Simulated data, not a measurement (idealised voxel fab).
Process module in this document: voxel wiring stack
Cross-section cut spans 180 nm and uses square cells 5 nm in size.
When this document writes out a cross-section, it uses a grid of square cells and lists it as bands, beginning at the top and moving down, with a band standing for one or more rows of cells.
Per band: top height and bottom height in nm, followed by the left-to-right materials and their widths in nm; "edge to edge" marks a single material spanning edge to edge, "blank" marks empty space.
Measure heights from 0. That's the level where, below it, the as-received wafer is all one material. The lowest band is bottomless and extends downward; write it as in "0 -> down".
With a width like "30->40", each row of cells in the band differs from the next by the same amount, the top row carrying the first number and the bottom row the second.
Key: "nothing changed" - step with no changed cell in the cross-section.
If an empty space has no open way to the top and is at least 8 cells in size, "Fully sealed cavities" lists it, written width x height at distance, where distance is measured from the left edge and every value is in nm.
That trailing text on a step's line, after the settings, is the simulator's own remark on the step.
The "overlay nm" setting may appear on a step's line; for a step that uses a mask, it gives how far to the right of its planned position the mask lay, and a negative value indicates the left.
In what follows, pairs of cross-sections are presented, each taken before and after one process step, with the after cross-section shown only down to the lowest band that was altered; the step, together with its settings, is stated below the pair. The pairs may stem from different runs of this module on the same starting wafer; accordingly, a pair should be taken as continuing from the one above it solely where its entry headed "State on entry" indicates as much.

-- State on entry
    90 -> 85: blank (40)  SiCN (40)  blank (20)  SiCN (40)  blank (40)
    85 -> 60: blank (40)  SiCN (5)  Ru (30)  SiCN (5)  blank (20)  SiCN (5)  Ru (30)  SiCN (5)  blank (40)
    60 -> 55: SiCN (45)  TiN (30)  SiCN (30)  TiN (30)  SiCN (45)
    55 -> 45: SiO2 (45)  TiN (5)  Cu (5)  TiN (5)  SiO2 (120)
    45 -> 40: SiCN (45)  TiN (15)  SiCN (120)
    40 -> 20: SiO2 (45)  TiN (5)  W (20)  TiN (5)  SiO2 (30)  TiN (5)  W (20)  TiN (5)  SiO2 (45)
    20 -> 15: SiO2 (45)  TiN (30)  SiO2 (30)  TiN (30)  SiO2 (45)
    15 -> 5: SiO2 edge to edge
    5 -> 0: SiN edge to edge
    0 -> down: Si edge to edge
    Fully sealed cavities: none

-- As Processed
    100 -> 90: SiO2 edge to edge
    90 -> 85: SiO2 (40)  SiCN (40)  SiO2 (20)  SiCN (40)  SiO2 (40)
    85 -> 60: SiO2 (40)  SiCN (5)  Ru (30)  SiCN (5)  SiO2 (20)  SiCN (5)  Ru (30)  SiCN (5)  SiO2 (40)
    Anything lower than 60 is untouched.
    Fully sealed cavities: none
The process step bridging the two cross-sections above: FILL_DEP,material SiO2,thk nm 10

State on entry: = after-state of the pair above.

-- As Processed
    85 -> 60: SiO2 (40)  SiCN (5)  Ru (30)  SiCN (5)  SiO2 (20)  SiCN (5)  Ru (30)  SiCN (5)  SiO2 (40)
    Anything lower than 60 is untouched.
    Fully sealed cavities: none
The process step bridging the two cross-sections above: CMP,height nm 85

State on entry: = after-state of the pair above.

-- As Processed
    90 -> 85: SiCN edge to edge
    Anything lower than 85 is untouched.
    Fully sealed cavities: none
The process step bridging the two cross-sections above: CONFORMAL_DEP,material SiCN,thk nm 5

State on entry: = after-state of the pair above.

-- As Processed
    120 -> 90: SiO2 edge to edge
    Anything lower than 90 is untouched.
    Fully sealed cavities: none
The process step bridging the two cross-sections above: DIRECTIONAL_DEP,material SiO2,thk nm 30

State on entry: = after-state of the pair above.

-- As Processed
    130 -> 120: aC edge to edge
    Anything lower than 120 is untouched.
    Fully sealed cavities: none
The process step bridging the two cross-sections above: DIRECTIONAL_DEP,material aC,thk nm 10

State on entry: = after-state of the pair above.

-- As Processed
    160 -> 130: resist (45)  blank (15)  resist (45)  blank (15)  resist (60)
    Anything lower than 130 is untouched.
    Fully sealed cavities: none
The process step bridging the two cross-sections above: PATTERN,tone open,mask id METAL_3_HOLES,material resist,width nm 15,pitch nm 60,thk nm 30,overlay nm 0

State on entry: = after-state of the pair above.

-- As Processed
    150 -> 130: resist (45)  blank (15)  resist (45)  blank (15)  resist (60)
    130 -> 120: aC (45)  blank (15)  aC (45)  blank (15)  aC (60)
    Anything lower than 120 is untouched.
    Fully sealed cavities: none
The process step bridging the two cross-sections above: DIRECTIONAL_ETCH,etch materials aC,depth nm 10

State on entry: = after-state of the pair above.

-- As Processed
    130 -> 120: aC (45)  blank (15)  aC (45)  blank (15)  aC (60)
    Anything lower than 120 is untouched.
    Fully sealed cavities: none
The process step bridging the two cross-sections above: STRIP,etch materials resist

State on entry: = after-state of the pair above.

-- As Processed
    130 -> 120: aC (45)  blank (15)  aC (45)  blank (15)  aC (60)
    120 -> 90: SiO2 (45)  blank (15)  SiO2 (45)  blank (15)  SiO2 (60)
    Anything lower than 90 is untouched.
    Fully sealed cavities: none
The process step bridging the two cross-sections above: DIRECTIONAL_ETCH,etch materials SiO2,depth nm 30

State on entry: = after-state of the pair above.

-- As Processed
    120 -> 90: SiO2 (45)  blank (15)  SiO2 (45)  blank (15)  SiO2 (60)
    Anything lower than 90 is untouched.
    Fully sealed cavities: none
The process step bridging the two cross-sections above: STRIP,etch materials aC

State on entry: = after-state of the pair above.

-- As Processed
    135 -> 120: resist (45)  blank (30)  resist (30)  blank (30)  resist (45)
    Anything lower than 120 is untouched.
    Fully sealed cavities: none
The process step bridging the two cross-sections above: PATTERN,tone open,mask id METAL_3,material resist,width nm 30,pitch nm 60,thk nm 15,overlay nm 0

State on entry: = after-state of the pair above.

-- As Processed
    135 -> 120: resist (45)  blank (30)  resist (30)  blank (30)  resist (45)
    120 -> 100: SiO2 (45)  blank (30)  SiO2 (30)  blank (30)  SiO2 (45)
    Anything lower than 100 is untouched.
    Fully sealed cavities: none
The process step bridging the two cross-sections above: DIRECTIONAL_ETCH,etch materials SiO2,depth nm 20

State on entry: = after-state of the pair above.

-- As Processed
    135 -> 120: resist (45)  blank (30)  resist (30)  blank (30)  resist (45)
    120 -> 100: SiO2 (45)  blank (30)  SiO2 (30)  blank (30)  SiO2 (45)
    100 -> 90: SiO2 (45)  blank (15)  SiO2 (45)  blank (15)  SiO2 (60)
    90 -> 85: SiCN (45)  blank (15)  SiCN (45)  blank (15)  SiCN (60)
    Anything lower than 85 is untouched.
    Fully sealed cavities: none
The process step bridging the two cross-sections above: DIRECTIONAL_ETCH,etch materials SiCN,depth nm 5

State on entry: = after-state of the pair above.

-- As Processed
    120 -> 100: SiO2 (45)  blank (30)  SiO2 (30)  blank (30)  SiO2 (45)
    Anything lower than 100 is untouched.
    Fully sealed cavities: none
The process step bridging the two cross-sections above: STRIP,etch materials resist

State on entry: = after-state of the pair above.

-- As Processed
    125 -> 120: TiN (50)  blank (20)  TiN (40)  blank (20)  TiN (50)
    120 -> 105: SiO2 (45)  TiN (5)  blank (20)  TiN (5)  SiO2 (30)  TiN (5)  blank (20)  TiN (5)  SiO2 (45)
    105 -> 100: SiO2 (45)  TiN (5)  blank (5)  TiN (20)  SiO2 (30)  TiN (5)  blank (5)  TiN (20)  SiO2 (45)
    100 -> 90: SiO2 (45)  TiN (5)  blank (5)  TiN (5)  SiO2 (45)  TiN (5)  blank (5)  TiN (5)  SiO2 (60)
    90 -> 85: SiCN (45)  TiN (15)  SiCN (45)  TiN (15)  SiCN (60)
    Anything lower than 85 is untouched.
    Fully sealed cavities: none
The process step bridging the two cross-sections above: CONFORMAL_DEP,material TiN,thk nm 5

State on entry: = after-state of the pair above.

-- As Processed
    135 -> 125: Cu edge to edge
    125 -> 120: TiN (50)  Cu (20)  TiN (40)  Cu (20)  TiN (50)
    120 -> 105: SiO2 (45)  TiN (5)  Cu (20)  TiN (5)  SiO2 (30)  TiN (5)  Cu (20)  TiN (5)  SiO2 (45)
    105 -> 100: SiO2 (45)  TiN (5)  Cu (5)  TiN (20)  SiO2 (30)  TiN (5)  Cu (5)  TiN (20)  SiO2 (45)
    100 -> 90: SiO2 (45)  TiN (5)  Cu (5)  TiN (5)  SiO2 (45)  TiN (5)  Cu (5)  TiN (5)  SiO2 (60)
    Anything lower than 90 is untouched.
    Fully sealed cavities: none
The process step bridging the two cross-sections above: FILL_DEP,material Cu,thk nm 10

State on entry: = after-state of the pair above.

-- As Processed
    120 -> 105: SiO2 (45)  TiN (5)  Cu (20)  TiN (5)  SiO2 (30)  TiN (5)  Cu (20)  TiN (5)  SiO2 (45)
    Anything lower than 105 is untouched.
    Fully sealed cavities: none
The process step bridging the two cross-sections above: CMP,height nm 120

State on entry: = after-state of the pair above.

-- As Processed
    125 -> 120: SiN edge to edge
    Anything lower than 120 is untouched.
    Fully sealed cavities: none
The process step bridging the two cross-sections above: CONFORMAL_DEP,material SiN,thk nm 5

-- State on entry
    85 -> 60: blank (45)  Ru (30)  blank (30)  Ru (30)  blank (45)
    60 -> 55: blank (45)  TiN (30)  blank (30)  TiN (30)  blank (45)
    55 -> 45: SiO2 (45)  TiN (5)  Cu (5)  TiN (5)  SiO2 (120)
    45 -> 40: SiCN (45)  TiN (15)  SiCN (120)
    40 -> 15: SiO2 (45)  TiN (5)  W (20)  TiN (5)  SiO2 (30)  TiN (5)  W (20)  TiN (5)  SiO2 (45)
    15 -> 10: SiN (45)  TiN (30)  SiN (30)  TiN (30)  SiN (45)
    10 -> 0: SiO2 edge to edge
    0 -> down: Si edge to edge
    Fully sealed cavities: none

-- As Processed
    100 -> 85: blank (30)  SiCN (120)  blank (30)
    85 -> 70: blank (30)  SiCN (15)  Ru (30)  SiCN (30)  Ru (30)  SiCN (15)  blank (30)
    70 -> 60: SiCN (45)  Ru (30)  SiCN (30)  Ru (30)  SiCN (45)
    60 -> 55: SiCN (45)  TiN (30)  SiCN (30)  TiN (30)  SiCN (45)
    Anything lower than 55 is untouched.
    Fully sealed cavities: none
The process step bridging the two cross-sections above: CONFORMAL_DEP,material SiCN,thk nm 15

State on entry: = after-state of the pair above.

-- As Processed
    110 -> 100: SiO2 edge to edge
    100 -> 85: SiO2 (30)  SiCN (120)  SiO2 (30)
    85 -> 70: SiO2 (30)  SiCN (15)  Ru (30)  SiCN (30)  Ru (30)  SiCN (15)  SiO2 (30)
    Anything lower than 70 is untouched.
    Fully sealed cavities: none
The process step bridging the two cross-sections above: FILL_DEP,material SiO2,thk nm 10

State on entry: = after-state of the pair above.

-- As Processed
    85 -> 70: SiO2 (30)  SiCN (15)  Ru (30)  SiCN (30)  Ru (30)  SiCN (15)  SiO2 (30)
    Anything lower than 70 is untouched.
    Fully sealed cavities: none
The process step bridging the two cross-sections above: CMP,height nm 85

State on entry: = after-state of the pair above.

-- As Processed
    90 -> 85: SiCN edge to edge
    Anything lower than 85 is untouched.
    Fully sealed cavities: none
The process step bridging the two cross-sections above: CONFORMAL_DEP,material SiCN,thk nm 5

State on entry: = after-state of the pair above.

-- As Processed
    120 -> 90: SiO2 edge to edge
    Anything lower than 90 is untouched.
    Fully sealed cavities: none
The process step bridging the two cross-sections above: DIRECTIONAL_DEP,material SiO2,thk nm 30

State on entry: = after-state of the pair above.

-- As Processed
    130 -> 120: aC edge to edge
    Anything lower than 120 is untouched.
    Fully sealed cavities: none
The process step bridging the two cross-sections above: DIRECTIONAL_DEP,material aC,thk nm 10

State on entry: = after-state of the pair above.

-- As Processed
    160 -> 130: resist (45)  blank (15)  resist (45)  blank (15)  resist (60)
    Anything lower than 130 is untouched.
    Fully sealed cavities: none
The process step bridging the two cross-sections above: PATTERN,tone open,mask id METAL_3_HOLES,material resist,width nm 15,pitch nm 60,thk nm 30,overlay nm 0

State on entry: = after-state of the pair above.

-- As Processed
    150 -> 130: resist (45)  blank (15)  resist (45)  blank (15)  resist (60)
    130 -> 120: aC (45)  blank (15)  aC (45)  blank (15)  aC (60)
    Anything lower than 120 is untouched.
    Fully sealed cavities: none
The process step bridging the two cross-sections above: DIRECTIONAL_ETCH,etch materials aC,depth nm 10

State on entry: = after-state of the pair above.

-- As Processed
    130 -> 120: aC (45)  blank (15)  aC (45)  blank (15)  aC (60)
    Anything lower than 120 is untouched.
    Fully sealed cavities: none
The process step bridging the two cross-sections above: STRIP,etch materials resist

State on entry: = after-state of the pair above.

-- As Processed
    130 -> 120: aC (45)  blank (15)  aC (45)  blank (15)  aC (60)
    120 -> 90: SiO2 (45)  blank (15)  SiO2 (45)  blank (15)  SiO2 (60)
    Anything lower than 90 is untouched.
    Fully sealed cavities: none
The process step bridging the two cross-sections above: DIRECTIONAL_ETCH,etch materials SiO2,depth nm 30

State on entry: = after-state of the pair above.

-- As Processed
    120 -> 90: SiO2 (45)  blank (15)  SiO2 (45)  blank (15)  SiO2 (60)
    Anything lower than 90 is untouched.
    Fully sealed cavities: none
The process step bridging the two cross-sections above: STRIP,etch materials aC

State on entry: = after-state of the pair above.

-- As Processed
    135 -> 120: resist (45)  blank (30)  resist (30)  blank (30)  resist (45)
    Anything lower than 120 is untouched.
    Fully sealed cavities: none
The process step bridging the two cross-sections above: PATTERN,tone open,mask id METAL_3,material resist,width nm 30,pitch nm 60,thk nm 15,overlay nm 0

State on entry: = after-state of the pair above.

-- As Processed
    135 -> 120: resist (45)  blank (30)  resist (30)  blank (30)  resist (45)
    120 -> 100: SiO2 (45)  blank (30)  SiO2 (30)  blank (30)  SiO2 (45)
    Anything lower than 100 is untouched.
    Fully sealed cavities: none
The process step bridging the two cross-sections above: DIRECTIONAL_ETCH,etch materials SiO2,depth nm 20

State on entry: = after-state of the pair above.

-- As Processed
    135 -> 120: resist (45)  blank (30)  resist (30)  blank (30)  resist (45)
    120 -> 100: SiO2 (45)  blank (30)  SiO2 (30)  blank (30)  SiO2 (45)
    100 -> 90: SiO2 (45)  blank (15)  SiO2 (45)  blank (15)  SiO2 (60)
    90 -> 85: SiCN (45)  blank (15)  SiCN (45)  blank (15)  SiCN (60)
    Anything lower than 85 is untouched.
    Fully sealed cavities: none
The process step bridging the two cross-sections above: DIRECTIONAL_ETCH,etch materials SiCN,depth nm 5

State on entry: = after-state of the pair above.

-- As Processed
    120 -> 100: SiO2 (45)  blank (30)  SiO2 (30)  blank (30)  SiO2 (45)
    Anything lower than 100 is untouched.
    Fully sealed cavities: none
The process step bridging the two cross-sections above: STRIP,etch materials resist

State on entry: = after-state of the pair above.

-- As Processed
    125 -> 120: TiN (50)  blank (20)  TiN (40)  blank (20)  TiN (50)
    120 -> 105: SiO2 (45)  TiN (5)  blank (20)  TiN (5)  SiO2 (30)  TiN (5)  blank (20)  TiN (5)  SiO2 (45)
    105 -> 100: SiO2 (45)  TiN (5)  blank (5)  TiN (20)  SiO2 (30)  TiN (5)  blank (5)  TiN (20)  SiO2 (45)
    100 -> 90: SiO2 (45)  TiN (5)  blank (5)  TiN (5)  SiO2 (45)  TiN (5)  blank (5)  TiN (5)  SiO2 (60)
    90 -> 85: SiCN (45)  TiN (15)  SiCN (45)  TiN (15)  SiCN (60)
    Anything lower than 85 is untouched.
    Fully sealed cavities: none
The process step bridging the two cross-sections above: CONFORMAL_DEP,material TiN,thk nm 5

State on entry: = after-state of the pair above.

-- As Processed
    135 -> 125: Cu edge to edge
    125 -> 120: TiN (50)  Cu (20)  TiN (40)  Cu (20)  TiN (50)
    120 -> 105: SiO2 (45)  TiN (5)  Cu (20)  TiN (5)  SiO2 (30)  TiN (5)  Cu (20)  TiN (5)  SiO2 (45)
    105 -> 100: SiO2 (45)  TiN (5)  Cu (5)  TiN (20)  SiO2 (30)  TiN (5)  Cu (5)  TiN (20)  SiO2 (45)
    100 -> 90: SiO2 (45)  TiN (5)  Cu (5)  TiN (5)  SiO2 (45)  TiN (5)  Cu (5)  TiN (5)  SiO2 (60)
    Anything lower than 90 is untouched.
    Fully sealed cavities: none
The process step bridging the two cross-sections above: FILL_DEP,material Cu,thk nm 10

State on entry: = after-state of the pair above.

-- As Processed
    120 -> 105: SiO2 (45)  TiN (5)  Cu (20)  TiN (5)  SiO2 (30)  TiN (5)  Cu (20)  TiN (5)  SiO2 (45)
    Anything lower than 105 is untouched.
    Fully sealed cavities: none
The process step bridging the two cross-sections above: CMP,height nm 120

State on entry: = after-state of the pair above.

-- As Processed
    125 -> 120: SiN edge to edge
    Anything lower than 120 is untouched.
    Fully sealed cavities: none
The process step bridging the two cross-sections above: CONFORMAL_DEP,material SiN,thk nm 5

-- State on entry
    120 -> 90: SiO2 (45)  blank (15)  SiO2 (45)  blank (15)  SiO2 (60)
    90 -> 85: SiCN edge to edge
    85 -> 60: SiO2 (40)  SiCN (5)  Ru (30)  SiCN (5)  SiO2 (20)  SiCN (5)  Ru (30)  SiCN (5)  SiO2 (40)
    60 -> 55: SiCN (45)  TiN (30)  SiCN (30)  TiN (30)  SiCN (45)
    55 -> 45: SiO2 (45)  TiN (5)  Cu (5)  TiN (5)  SiO2 (120)
    45 -> 40: SiCN (45)  TiN (15)  SiCN (120)
    40 -> 15: SiO2 (45)  TiN (5)  W (20)  TiN (5)  SiO2 (30)  TiN (5)  W (20)  TiN (5)  SiO2 (45)
    15 -> 10: SiN (45)  TiN (30)  SiN (30)  TiN (30)  SiN (45)
    10 -> 0: SiO2 edge to edge
    0 -> down: Si edge to edge
    Fully sealed cavities: none

-- As Processed
    135 -> 120: resist (45)  blank (35)  resist (25)  blank (35)  resist (40)
    Anything lower than 120 is untouched.
    Fully sealed cavities: none
The process step bridging the two cross-sections above: PATTERN,tone open,mask id METAL_3,material resist,width nm 35,pitch nm 60,thk nm 15,overlay nm 0

State on entry: = after-state of the pair above.

-- As Processed
    135 -> 120: resist (45)  blank (35)  resist (25)  blank (35)  resist (40)
    120 -> 100: SiO2 (45)  blank (35)  SiO2 (25)  blank (35)  SiO2 (40)
    Anything lower than 100 is untouched.
    Fully sealed cavities: none
The process step bridging the two cross-sections above: DIRECTIONAL_ETCH,etch materials SiO2,depth nm 20

State on entry: = after-state of the pair above.

-- As Processed
    135 -> 120: resist (45)  blank (35)  resist (25)  blank (35)  resist (40)
    120 -> 100: SiO2 (45)  blank (35)  SiO2 (25)  blank (35)  SiO2 (40)
    100 -> 90: SiO2 (45)  blank (15)  SiO2 (45)  blank (15)  SiO2 (60)
    90 -> 85: SiCN (45)  blank (15)  SiCN (45)  blank (15)  SiCN (60)
    Anything lower than 85 is untouched.
    Fully sealed cavities: none
The process step bridging the two cross-sections above: DIRECTIONAL_ETCH,etch materials SiCN,depth nm 5

State on entry: = after-state of the pair above.

-- As Processed
    120 -> 100: SiO2 (45)  blank (35)  SiO2 (25)  blank (35)  SiO2 (40)
    Anything lower than 100 is untouched.
    Fully sealed cavities: none
The process step bridging the two cross-sections above: STRIP,etch materials resist

State on entry: = after-state of the pair above.

-- As Processed
    125 -> 120: TiN (50)  blank (25)  TiN (35)  blank (25)  TiN (45)
    120 -> 105: SiO2 (45)  TiN (5)  blank (25)  TiN (5)  SiO2 (25)  TiN (5)  blank (25)  TiN (5)  SiO2 (40)
    105 -> 100: SiO2 (45)  TiN (5)  blank (5)  TiN (25)  SiO2 (25)  TiN (5)  blank (5)  TiN (25)  SiO2 (40)
    100 -> 90: SiO2 (45)  TiN (5)  blank (5)  TiN (5)  SiO2 (45)  TiN (5)  blank (5)  TiN (5)  SiO2 (60)
    90 -> 85: SiCN (45)  TiN (15)  SiCN (45)  TiN (15)  SiCN (60)
    Anything lower than 85 is untouched.
    Fully sealed cavities: none
The process step bridging the two cross-sections above: CONFORMAL_DEP,material TiN,thk nm 5

State on entry: = after-state of the pair above.

-- As Processed
    135 -> 125: Cu edge to edge
    125 -> 120: TiN (50)  Cu (25)  TiN (35)  Cu (25)  TiN (45)
    120 -> 105: SiO2 (45)  TiN (5)  Cu (25)  TiN (5)  SiO2 (25)  TiN (5)  Cu (25)  TiN (5)  SiO2 (40)
    105 -> 100: SiO2 (45)  TiN (5)  Cu (5)  TiN (25)  SiO2 (25)  TiN (5)  Cu (5)  TiN (25)  SiO2 (40)
    100 -> 90: SiO2 (45)  TiN (5)  Cu (5)  TiN (5)  SiO2 (45)  TiN (5)  Cu (5)  TiN (5)  SiO2 (60)
    Anything lower than 90 is untouched.
    Fully sealed cavities: none
The process step bridging the two cross-sections above: FILL_DEP,material Cu,thk nm 10

State on entry: = after-state of the pair above.

-- As Processed
    120 -> 105: SiO2 (45)  TiN (5)  Cu (25)  TiN (5)  SiO2 (25)  TiN (5)  Cu (25)  TiN (5)  SiO2 (40)
    Anything lower than 105 is untouched.
    Fully sealed cavities: none
The process step bridging the two cross-sections above: CMP,height nm 120

State on entry: = after-state of the pair above.

-- As Processed
    125 -> 120: SiN edge to edge
    Anything lower than 120 is untouched.
    Fully sealed cavities: none
The process step bridging the two cross-sections above: CONFORMAL_DEP,material SiN,thk nm 5

-- State on entry
    40 -> 15: SiO2 edge to edge
    15 -> 10: SiN edge to edge
    10 -> 0: SiO2 edge to edge
    0 -> down: Si edge to edge
    Fully sealed cavities: none

-- As Processed
    60 -> 40: resist (40)  blank (30)  resist (30)  blank (30)  resist (50)
    Anything lower than 40 is untouched.
    Fully sealed cavities: none
The process step bridging the two cross-sections above: PATTERN,tone open,mask id METAL_1,material resist,width nm 30,pitch nm 60,thk nm 20,overlay nm -5

State on entry: = after-state of the pair above.

-- As Processed
    60 -> 40: resist (40)  blank (30)  resist (30)  blank (30)  resist (50)
    40 -> 15: SiO2 (40)  blank (30)  SiO2 (30)  blank (30)  SiO2 (50)
    Anything lower than 15 is untouched.
    Fully sealed cavities: none
The process step bridging the two cross-sections above: DIRECTIONAL_ETCH,etch materials SiO2,depth nm 25

State on entry: = after-state of the pair above.

-- As Processed
    60 -> 40: resist (40)  blank (30)  resist (30)  blank (30)  resist (50)
    40 -> 15: SiO2 (40)  blank (30)  SiO2 (30)  blank (30)  SiO2 (50)
    15 -> 10: SiN (40)  blank (30)  SiN (30)  blank (30)  SiN (50)
    Anything lower than 10 is untouched.
    Fully sealed cavities: none
The process step bridging the two cross-sections above: DIRECTIONAL_ETCH,etch materials SiN,depth nm 5

State on entry: = after-state of the pair above.

-- As Processed
    40 -> 15: SiO2 (40)  blank (30)  SiO2 (30)  blank (30)  SiO2 (50)
    Anything lower than 15 is untouched.
    Fully sealed cavities: none
The process step bridging the two cross-sections above: STRIP,etch materials resist

State on entry: = after-state of the pair above.

-- As Processed
    45 -> 40: TiN (45)  blank (20)  TiN (40)  blank (20)  TiN (55)
    40 -> 15: SiO2 (40)  TiN (5)  blank (20)  TiN (5)  SiO2 (30)  TiN (5)  blank (20)  TiN (5)  SiO2 (50)
    15 -> 10: SiN (40)  TiN (30)  SiN (30)  TiN (30)  SiN (50)
    Anything lower than 10 is untouched.
    Fully sealed cavities: none
The process step bridging the two cross-sections above: CONFORMAL_DEP,material TiN,thk nm 5

State on entry: = after-state of the pair above.

-- As Processed
    50 -> 45: W edge to edge
    45 -> 40: TiN (45)  W (20)  TiN (40)  W (20)  TiN (55)
    40 -> 15: SiO2 (40)  TiN (5)  W (20)  TiN (5)  SiO2 (30)  TiN (5)  W (20)  TiN (5)  SiO2 (50)
    Anything lower than 15 is untouched.
    Fully sealed cavities: none
The process step bridging the two cross-sections above: FILL_DEP,material W,thk nm 5

State on entry: = after-state of the pair above.

-- As Processed
    40 -> 15: SiO2 (40)  TiN (5)  W (20)  TiN (5)  SiO2 (30)  TiN (5)  W (20)  TiN (5)  SiO2 (50)
    Anything lower than 15 is untouched.
    Fully sealed cavities: none
The process step bridging the two cross-sections above: CMP,height nm 40

State on entry: = after-state of the pair above.

-- As Processed
    45 -> 40: SiCN edge to edge
    Anything lower than 40 is untouched.
    Fully sealed cavities: none
The process step bridging the two cross-sections above: CONFORMAL_DEP,material SiCN,thk nm 5

State on entry: = after-state of the pair above.

-- As Processed
    55 -> 45: SiO2 edge to edge
    Anything lower than 45 is untouched.
    Fully sealed cavities: none
The process step bridging the two cross-sections above: DIRECTIONAL_DEP,material SiO2,thk nm 10

State on entry: = after-state of the pair above.

-- As Processed
    55 -> 45: SiO2 (45)  blank (15)  SiO2 (120)
    Anything lower than 45 is untouched.
    Fully sealed cavities: none
The process step bridging the two cross-sections above: MASKED_ETCH,tone open,mask id PLUG_1,width nm 15,etch materials SiO2,depth nm 10,overlay nm 0

State on entry: = after-state of the pair above.

-- As Processed
    55 -> 45: SiO2 (45)  blank (15)  SiO2 (120)
    45 -> 40: SiCN (45)  blank (15)  SiCN (120)
    Anything lower than 40 is untouched.
    Fully sealed cavities: none
The process step bridging the two cross-sections above: MASKED_ETCH,tone open,mask id PLUG_1,width nm 15,etch materials SiCN,depth nm 5,overlay nm 0

State on entry: = after-state of the pair above.

-- As Processed
    60 -> 55: TiN (50)  blank (5)  TiN (125)
    55 -> 45: SiO2 (45)  TiN (5)  blank (5)  TiN (5)  SiO2 (120)
    45 -> 40: SiCN (45)  TiN (15)  SiCN (120)
    Anything lower than 40 is untouched.
    Fully sealed cavities: none
The process step bridging the two cross-sections above: CONFORMAL_DEP,material TiN,thk nm 5

State on entry: = after-state of the pair above.

-- As Processed
    65 -> 60: Cu edge to edge
    60 -> 55: TiN (50)  Cu (5)  TiN (125)
    55 -> 45: SiO2 (45)  TiN (5)  Cu (5)  TiN (5)  SiO2 (120)
    Anything lower than 45 is untouched.
    Fully sealed cavities: none
The process step bridging the two cross-sections above: FILL_DEP,material Cu,thk nm 5

State on entry: = after-state of the pair above.

-- As Processed
    55 -> 45: SiO2 (45)  TiN (5)  Cu (5)  TiN (5)  SiO2 (120)
    Anything lower than 45 is untouched.
    Fully sealed cavities: none
The process step bridging the two cross-sections above: CMP,height nm 55

State on entry: = after-state of the pair above.

-- As Processed
    60 -> 55: TiN edge to edge
    Anything lower than 55 is untouched.
    Fully sealed cavities: none
The process step bridging the two cross-sections above: DIRECTIONAL_DEP,material TiN,thk nm 5

State on entry: = after-state of the pair above.

-- As Processed
    85 -> 60: Ru edge to edge
    Anything lower than 60 is untouched.
    Fully sealed cavities: none
The process step bridging the two cross-sections above: DIRECTIONAL_DEP,material Ru,thk nm 25

State on entry: = after-state of the pair above.

-- As Processed
    100 -> 85: blank (45)  resist (30)  blank (30)  resist (30)  blank (45)
    Anything lower than 85 is untouched.
    Fully sealed cavities: none
The process step bridging the two cross-sections above: PATTERN,tone cover,mask id METAL_2,material resist,width nm 30,pitch nm 60,thk nm 15,overlay nm 0

State on entry: = after-state of the pair above.

-- As Processed
    100 -> 85: blank (45)  resist (30)  blank (30)  resist (30)  blank (45)
    85 -> 60: blank (45)  Ru (30)  blank (30)  Ru (30)  blank (45)
    Anything lower than 60 is untouched.
    Fully sealed cavities: none
The process step bridging the two cross-sections above: DIRECTIONAL_ETCH,etch materials Ru,depth nm 25

State on entry: = after-state of the pair above.

-- As Processed
    100 -> 85: blank (45)  resist (30)  blank (30)  resist (30)  blank (45)
    85 -> 60: blank (45)  Ru (30)  blank (30)  Ru (30)  blank (45)
    60 -> 55: blank (45)  TiN (30)  blank (30)  TiN (30)  blank (45)
    Anything lower than 55 is untouched.
    Fully sealed cavities: none
The process step bridging the two cross-sections above: DIRECTIONAL_ETCH,etch materials TiN,depth nm 5

State on entry: = after-state of the pair above.

-- As Processed
    85 -> 60: blank (45)  Ru (30)  blank (30)  Ru (30)  blank (45)
    Anything lower than 60 is untouched.
    Fully sealed cavities: none
The process step bridging the two cross-sections above: STRIP,etch materials resist

State on entry: = after-state of the pair above.

-- As Processed
    90 -> 85: blank (40)  SiCN (40)  blank (20)  SiCN (40)  blank (40)
    85 -> 60: blank (40)  SiCN (5)  Ru (30)  SiCN (5)  blank (20)  SiCN (5)  Ru (30)  SiCN (5)  blank (40)
    60 -> 55: SiCN (45)  TiN (30)  SiCN (30)  TiN (30)  SiCN (45)
    Anything lower than 55 is untouched.
    Fully sealed cavities: none
The process step bridging the two cross-sections above: CONFORMAL_DEP,material SiCN,thk nm 5

State on entry: = after-state of the pair above.

-- As Processed
    100 -> 90: SiO2 edge to edge
    90 -> 85: SiO2 (40)  SiCN (40)  SiO2 (20)  SiCN (40)  SiO2 (40)
    85 -> 60: SiO2 (40)  SiCN (5)  Ru (30)  SiCN (5)  SiO2 (20)  SiCN (5)  Ru (30)  SiCN (5)  SiO2 (40)
    Anything lower than 60 is untouched.
    Fully sealed cavities: none
The process step bridging the two cross-sections above: FILL_DEP,material SiO2,thk nm 10

State on entry: = after-state of the pair above.

-- As Processed
    85 -> 60: SiO2 (40)  SiCN (5)  Ru (30)  SiCN (5)  SiO2 (20)  SiCN (5)  Ru (30)  SiCN (5)  SiO2 (40)
    Anything lower than 60 is untouched.
    Fully sealed cavities: none
The process step bridging the two cross-sections above: CMP,height nm 85

State on entry: = after-state of the pair above.

-- As Processed
    90 -> 85: SiCN edge to edge
    Anything lower than 85 is untouched.
    Fully sealed cavities: none
The process step bridging the two cross-sections above: CONFORMAL_DEP,material SiCN,thk nm 5

State on entry: = after-state of the pair above.

-- As Processed
    120 -> 90: SiO2 edge to edge
    Anything lower than 90 is untouched.
    Fully sealed cavities: none
The process step bridging the two cross-sections above: DIRECTIONAL_DEP,material SiO2,thk nm 30

State on entry: = after-state of the pair above.

-- As Processed
    130 -> 120: aC edge to edge
    Anything lower than 120 is untouched.
    Fully sealed cavities: none
The process step bridging the two cross-sections above: DIRECTIONAL_DEP,material aC,thk nm 10

State on entry: = after-state of the pair above.

-- As Processed
    160 -> 130: resist (45)  blank (15)  resist (45)  blank (15)  resist (60)
    Anything lower than 130 is untouched.
    Fully sealed cavities: none
The process step bridging the two cross-sections above: PATTERN,tone open,mask id METAL_3_HOLES,material resist,width nm 15,pitch nm 60,thk nm 30,overlay nm 0

State on entry: = after-state of the pair above.

-- As Processed
    150 -> 130: resist (45)  blank (15)  resist (45)  blank (15)  resist (60)
    130 -> 120: aC (45)  blank (15)  aC (45)  blank (15)  aC (60)
    Anything lower than 120 is untouched.
    Fully sealed cavities: none
The process step bridging the two cross-sections above: DIRECTIONAL_ETCH,etch materials aC,depth nm 10

State on entry: = after-state of the pair above.

-- As Processed
    130 -> 120: aC (45)  blank (15)  aC (45)  blank (15)  aC (60)
    Anything lower than 120 is untouched.
    Fully sealed cavities: none
The process step bridging the two cross-sections above: STRIP,etch materials resist

State on entry: = after-state of the pair above.

-- As Processed
    130 -> 120: aC (45)  blank (15)  aC (45)  blank (15)  aC (60)
    120 -> 90: SiO2 (45)  blank (15)  SiO2 (45)  blank (15)  SiO2 (60)
    Anything lower than 90 is untouched.
    Fully sealed cavities: none
The process step bridging the two cross-sections above: DIRECTIONAL_ETCH,etch materials SiO2,depth nm 30
